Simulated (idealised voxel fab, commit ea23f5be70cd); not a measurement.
Herein follows the process module entitled voxel tone inversion.
Cross-section cut spans 205 nm and uses square cells 5 nm in size.
Cross-section layout: square cells on a grid; listed as bands, top to bottom; a band spans one or more cell rows. This entry defines a band. It first specifies the height of the band's top and the height of its bottom in nm, and then specifies the band's materials from left to right, stating each material with its width in nm. The word "full width" identifies a single material that fills the band from edge to edge, while the word "empty" identifies empty space. Heights are measured from 0, the level below which the as-received wafer is all one material; the lowest band has no bottom and continues downward, written as in "top 0, no bottom". Width spec "30 to 40" -> top row of cells at first value, bottom row at second value, equal per-row change in between. The designation "no change occurred", where it is given for a processing step, indicates that no cell of the cross-section was altered in the course of that step. For the entry "Closed internal cavities", the listed items are empty spaces with no open way to the top whose size is 8 cells or more; each item follows the pattern width x height at distance, where distance is from the left edge and all three are in nm. On a step's line, text after the settings is the simulator commenting on that step. On any step carrying a mask, the "overlay nm" setting, if present on the step's line, tells how far right of its planned place the mask lay; negative values point to the left.

## The process steps that were planned are listed below
- 1: RECEIVE | material Si
- 2: CONFORMAL_DEP | material SiN | thk nm 10
- 3: DIRECTIONAL_DEP | material polySi | thk nm 15
- 4: PATTERN | tone cover | mask id POSTS | material resist | width nm 20 | pitch nm 35 | thk nm 20 | overlay nm 0
- 5: DIRECTIONAL_ETCH | etch materials polySi | depth nm 15
- 6: STRIP | etch materials resist
- 7: FILL_DEP | material SiO2 | thk nm 5
- 8: CMP | height nm 25
- 9: STRIP | etch materials polySi
- 10: CONFORMAL_DEP | material TiN | thk nm 5
- 11: FILL_DEP | material W | thk nm 10
- 12: CMP | height nm 25
- 13: CONFORMAL_DEP | material SiCN | thk nm 5

## Wafer cross-section on receipt, i.e. after step 1
top 0, no bottom  Si full width
Closed internal cavities: none

## First of two wafers: cross-section at end of module, run per plan
top 30, bottom 25  SiCN full width
top 25, bottom 15  SiO2 40, then TiN 5, then W 10, then TiN 5, then SiO2 15, then TiN 5, then W 10, then TiN 5, then SiO2 15, then TiN 5, then W 10, then TiN 5, then SiO2 15, then TiN 5, then W 10, then TiN 5, then SiO2 40
top 15, bottom 10  SiO2 40, then TiN 20, then SiO2 15, then TiN 20, then SiO2 15, then TiN 20, then SiO2 15, then TiN 20, then SiO2 40
top 10, bottom 0  SiN full width
top 0, no bottom  Si full width
Closed internal cavities: none

## second wafer at the end: like start, like plan, one mistake
top 30, bottom 25  SiCN full width
top 25, bottom 15  SiO2 40, then TiN 5, then polySi 10, then TiN 5, then SiO2 15, then TiN 5, then polySi 10, then TiN 5, then SiO2 15, then TiN 5, then polySi 10, then TiN 5, then SiO2 15, then TiN 5, then polySi 10, then TiN 5, then SiO2 40
top 15, bottom 10  SiO2 40, then TiN 20, then SiO2 15, then TiN 20, then SiO2 15, then TiN 20, then SiO2 15, then TiN 20, then SiO2 40
top 10, bottom 0  SiN full width
top 0, no bottom  Si full width
Closed internal cavities: none
Heads up, the wafer didn't run the way we planned it: rather than as planned, step 11 actually ran as FILL_DEP | material polySi | thk nm 10
Bottom line after processing is that, in cells, the second wafer is up or down on some materials versus the first: -16 W; +16 polySi
